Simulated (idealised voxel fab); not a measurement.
process module | voxel released beams
cross-section cut | 195 nm wide | cells 5 nm
A cross-section is a grid of square cells, given in bands from the top down. A band is one or more rows of cells.
Each band's line starts with the height of the band's top and of its bottom, in nm. Then come its materials from left to right, each with its width in nm. One material with "throughout" fills the band from edge to edge. "air" is empty space.
Height 0 is the level under which the wafer as received is all one material. The lowest band goes on downwards, as in "0 down".
A width such as "30 to 40" changes by the same amount from each row of cells to the next, from the band's top row to its bottom row.
"no change" after a step means that no cell of the cross-section changed.
closed voids: empty space of 8 cells or more with no open way to the top, each as width x height at its distance from the left edge, in nm
after a step's settings: what the simulator itself notes on the step
overlay nm, on a step with a mask: how far to the right of its planned place the mask lay; to the left if negative
plan
1 op RECEIVE | material Si
2 op CONFORMAL_DEP | material SiN | thk nm 5
3 op DIRECTIONAL_DEP | material SiO2 | thk nm 10
4 op MASKED_ETCH | tone open | mask id ANCHOR | width nm 45 | etch materials SiO2 | depth nm 10 | overlay nm 0
5 op CONFORMAL_DEP | material TiN | thk nm 15
6 op DIRECTIONAL_DEP | material aC | thk nm 10
7 op PATTERN | tone cover | mask id BEAM | material resist | width nm 120 | thk nm 30 | overlay nm 0
8 op DIRECTIONAL_ETCH | etch materials aC | depth nm 10
9 op STRIP | etch materials resist
10 op DIRECTIONAL_ETCH | etch materials TiN | depth nm 15
11 op STRIP | etch materials aC
12 op STRIP | etch materials SiO2
as received, after step 1
  0 down: Si throughout
  closed voids: none
first wafer at the end, as planned
  30 to 20: air 35 | TiN 20 | air 15 | TiN 85 | air 40
  20 to 15: air 35 | TiN 120 | air 40
  15 to 5: air 40 | TiN 45 | air 110
  5 to 0: SiN throughout
  0 down: Si throughout
  closed voids: none
second wafer at the end: like start, like plan, one mistake
  40 to 25: air 35 | TiN 120 | air 40
  25 to 15: TiN throughout
  15 to 5: SiO2 40 | TiN 45 | SiO2 110
  5 to 0: SiN throughout
  0 down: Si throughout
  closed voids: none
what went wrong: step 5 ran as: op CONFORMAL_DEP | material TiN | thk nm 25
at the end the second wafer has, in cells: 60 more of SiO2 | 84 more of TiN
